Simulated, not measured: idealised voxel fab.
Module name: voxel self aligned vias (process module)
In the cross-section labelled cut, the width is 235 nm and each square cell is 5 nm.
Cross-section layout: square cells on a grid; listed as bands, top to bottom; a band spans one or more cell rows. Top, bottom (nm), then materials left to right with widths (nm); lone material tagged "edge to edge" fills the whole band edge to edge; "blank" = empty space. Beneath 0, the wafer as received is one material, and that level is where height counting begins. The lowest band goes on downward without a bottom; it is written like "0 nm and below". Per-row width for "30->40": begins at first number (top row of band), ends at second number (bottom row), increment between rows held constant. Reading "no modification" for a step: not a cell of the cross-section changed in it. "Fully sealed cavities": sealed empty spaces, 8 cells or more, no open way to top, listed width x height at distance, with distance from the left edge and width, height and distance in nm. Formally, on a step line, whatever follows the settings is a remark that the simulator itself makes on the step. overlay nm: where the mask lay relative to plan, measured to the right, on steps with a mask; negatives go left.
**The following list gives the planned process steps**
1 RECEIVE,material Si
2 CONFORMAL_DEP,material SiO2,thk nm 10
3 CONFORMAL_DEP,material SiCN,thk nm 5
4 DIRECTIONAL_DEP,material lowk,thk nm 30
5 DIRECTIONAL_DEP,material aC,thk nm 10
6 PATTERN,tone open,mask id LINES,material resist,width nm 20,pitch nm 45,thk nm 25,overlay nm 0
7 DIRECTIONAL_ETCH,etch materials aC,depth nm 10
8 STRIP,etch materials resist
9 DIRECTIONAL_ETCH,etch materials lowk,depth nm 30
10 STRIP,etch materials aC
11 CONFORMAL_DEP,material TiN,thk nm 5
12 FILL_DEP,material W,thk nm 5
13 CMP,height nm 45
14 SELECTIVE_ETCH,etch materials W Ru TiN,depth nm 10
15 FILL_DEP,material SiN,thk nm 10
16 CMP,height nm 45
17 DIRECTIONAL_DEP,material lowk,thk nm 20
18 MASKED_ETCH,tone open,mask id VIAS,width nm 30,etch materials lowk,depth nm 20,overlay nm 0
19 MASKED_ETCH,tone open,mask id VIAS,width nm 30,etch materials SiN,depth nm 10,overlay nm 0
20 CONFORMAL_DEP,material TiN,thk nm 5
21 FILL_DEP,material Cu,thk nm 5
22 CMP,height nm 65
23 CONFORMAL_DEP,material SiCN,thk nm 5
**So this is the incoming wafer in cross-section - it's already been through step 1**
  0 nm and below  Si edge to edge
  Fully sealed cavities: none
**Cross-section: first of two wafers, module finished, run according to plan**
  70 nm to 65 nm  SiCN edge to edge
  65 nm to 50 nm  lowk: 80, then TiN: 5, then Cu: 20, then TiN: 5, then lowk: 125
  50 nm to 45 nm  lowk: 80, then TiN: 10, then Cu: 10, then TiN: 10, then lowk: 125
  45 nm to 40 nm  lowk: 85, then TiN: 5, then Cu: 10, then TiN: 5, then lowk: 25, then SiN: 20, then lowk: 85
  40 nm to 35 nm  lowk: 85, then TiN: 20, then lowk: 25, then SiN: 20, then lowk: 85
  35 nm to 20 nm  lowk: 85, then TiN: 5, then W: 10, then TiN: 5, then lowk: 25, then TiN: 5, then W: 10, then TiN: 5, then lowk: 85
  20 nm to 15 nm  lowk: 85, then TiN: 20, then lowk: 25, then TiN: 20, then lowk: 85
  15 nm to 10 nm  SiCN edge to edge
  10 nm to 0 nm  SiO2 edge to edge
  0 nm and below  Si edge to edge
  Fully sealed cavities: none
**Cross-sectional image of the second wafer of the two following completion of the module. Starting state and process plan were the same as for the first wafer; one execution error occurred**
  70 nm to 65 nm  SiCN edge to edge
  65 nm to 45 nm  lowk: 80, then TiN: 5, then lowk: 20, then TiN: 5, then lowk: 125
  45 nm to 35 nm  lowk: 85, then SiN: 20, then lowk: 25, then SiN: 20, then lowk: 85
  35 nm to 20 nm  lowk: 85, then TiN: 5, then W: 10, then TiN: 5, then lowk: 25, then TiN: 5, then W: 10, then TiN: 5, then lowk: 85
  20 nm to 15 nm  lowk: 85, then TiN: 20, then lowk: 25, then TiN: 20, then lowk: 85
  15 nm to 10 nm  SiCN edge to edge
  10 nm to 0 nm  SiO2 edge to edge
  0 nm and below  Si edge to edge
  Fully sealed cavities: none
Misprocessing identified: transposition of steps 17 and 18 relative to the planned sequence
Final wafer comparison in cells, second versus first, more or fewer per material: 16 fewer of Cu, 8 more of SiN, 8 fewer of TiN, 16 more of lowk
